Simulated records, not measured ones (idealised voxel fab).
Process module name: voxel ribs on slabs
Shown is cross-section cut, with a width of 255 nm and square cells of size 5 nm.
Think of the cross-section as a grid of square cells. We describe it in bands, top to bottom, and each band covers one or more rows of those cells. Each band's line starts with the height of the band's top and of its bottom, in nm. Then come its materials from left to right, each with its width in nm. One material with "everywhere" fills the band from edge to edge. "air" is empty space. Heights from 0 (as-received wafer is one material below). Bottom band endless downward, as "top 0, no bottom". The two numbers in a width such as "30..40" mark its ends across the band: the first belongs to the top row of cells, the second to the bottom row, and from each row to the next the width moves by the same amount. What does "everything unchanged" mean for a step? It means no cell of the cross-section changed in that step. Voids not open to the top, 8 cells minimum: see "Unvented cavities". Written width x height at distance; distance is from the left edge; nm. Heads up: the bit after the settings on a step's line is the simulator's remark on that step. overlay nm: mask offset rightward from planned place, masked step; negative means leftward offset.

Process steps foreseen in the plan:
1: RECEIVE [material Si]
2: DIRECTIONAL_DEP [material SiO2] [thk nm 30]
3: DIRECTIONAL_DEP [material SiN] [thk nm 15]
4: MASKED_ETCH [tone cover] [mask id RIB] [width nm 20] [etch materials SiN] [depth nm 5] [overlay nm 0]
5: PATTERN [tone cover] [mask id SLAB] [material resist] [width nm 70] [thk nm 20] [overlay nm 0]
6: DIRECTIONAL_ETCH [etch materials SiN] [depth nm 10]
7: STRIP [etch materials resist]
8: FILL_DEP [material SiO2] [thk nm 25]
9: CMP [height nm 60]
10: DIRECTIONAL_DEP [material W] [thk nm 10]
11: DIRECTIONAL_DEP [material aC] [thk nm 15]
12: PATTERN [tone cover] [mask id HEATER] [material resist] [width nm 30] [thk nm 35] [overlay nm 0]
13: DIRECTIONAL_ETCH [etch materials aC] [depth nm 15]
14: STRIP [etch materials resist]
15: DIRECTIONAL_ETCH [etch materials W] [depth nm 10]
16: STRIP [etch materials aC]
17: CONFORMAL_DEP [material SiO2] [thk nm 5]

Step 1 complete: cross-section of the wafer as received:
  top 0, no bottom | Si everywhere
  Unvented cavities: none

Here's the cross-section of the first of our two wafers at the end of the module - it ran as planned:
  top 75, bottom 70 | 105 of air  40 of SiO2  110 of air
  top 70, bottom 65 | 105 of air  5 of SiO2  30 of W  5 of SiO2  110 of air
  top 65, bottom 60 | 110 of SiO2  30 of W  115 of SiO2
  top 60, bottom 45 | SiO2 everywhere
  top 45, bottom 40 | 115 of SiO2  20 of SiN  120 of SiO2
  top 40, bottom 30 | 90 of SiO2  70 of SiN  95 of SiO2
  top 30, bottom 0 | SiO2 everywhere
  top 0, no bottom | Si everywhere
  Unvented cavities: none

What the second wafer looks like in cross-section once the module is done. Its start and its plan matched the first wafer's exactly; what differed was one mistake in how it was run:
  top 75, bottom 70 | 105 of air  40 of SiO2  110 of air
  top 70, bottom 65 | 105 of air  5 of SiO2  30 of W  5 of SiO2  110 of air
  top 65, bottom 60 | 110 of SiO2  30 of W  115 of SiO2
  top 60, bottom 45 | SiO2 everywhere
  top 45, bottom 40 | 115 of SiO2  20 of SiN  120 of SiO2
  top 40, bottom 30 | 95 of SiO2  70 of SiN  90 of SiO2
  top 30, bottom 0 | SiO2 everywhere
  top 0, no bottom | Si everywhere
  Unvented cavities: none
Processing error: step 5 deviated from plan and actually ran as PATTERN [tone cover] [mask id SLAB] [material resist] [width nm 70] [thk nm 20] [overlay nm 5]
Final state: per-material cell counts identical on both wafers; locations differ.
